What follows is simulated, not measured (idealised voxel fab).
process module | voxel double patterning
cross-section cut | 285 nm wide | cells 5 nm
A cross-section is a grid of square cells, given in bands from the top down. A band is one or more rows of cells.
Each band's line starts with the height of the band's top and of its bottom, in nm. Then come its materials from left to right, each with its width in nm. One material with "throughout" fills the band from edge to edge. "air" is empty space.
Height 0 is the level under which the wafer as received is all one material. The lowest band goes on downwards, as in "0 down".
A width such as "30 to 40" changes by the same amount from each row of cells to the next, from the band's top row to its bottom row.
"no change" after a step means that no cell of the cross-section changed.
closed voids: empty space of 8 cells or more with no open way to the top, each as width x height at its distance from the left edge, in nm
after a step's settings: what the simulator itself notes on the step
overlay nm, on a step with a mask: how far to the right of its planned place the mask lay; to the left if negative
plan
1 op RECEIVE | material Si
2 op CONFORMAL_DEP | material SiO2 | thk nm 5
3 op DIRECTIONAL_DEP | material W | thk nm 10
4 op DIRECTIONAL_DEP | material SiCN | thk nm 10
5 op MASKED_ETCH | tone open | mask id FIRST | width nm 15 | pitch nm 50 | etch materials SiCN | depth nm 10 | overlay nm 0
6 op DIRECTIONAL_DEP | material aC | thk nm 15
7 op PATTERN | tone open | mask id SECOND | material resist | width nm 15 | thk nm 30 | overlay nm 0
8 op DIRECTIONAL_ETCH | etch materials aC | depth nm 15
9 op STRIP | etch materials resist
10 op DIRECTIONAL_ETCH | etch materials SiCN | depth nm 10
11 op STRIP | etch materials aC
12 op DIRECTIONAL_ETCH | etch materials W | depth nm 10
13 op STRIP | etch materials SiCN
varied across the wafers: width nm of step 5. The plan shows the first wafer's value. All wafers start alike
first wafer as received, after step 1
  0 down: Si throughout
  closed voids: none
each wafer at the end: cells of each material gained (+) or lost (-) since it was received, then its closed voids
width nm 15 | +57 SiO2 | +96 W | closed voids: none
width nm 20 | +57 SiO2 | +92 W | closed voids: none
width nm 25 | +57 SiO2 | +88 W | closed voids: none
width nm 30 | +57 SiO2 | +84 W | closed voids: none
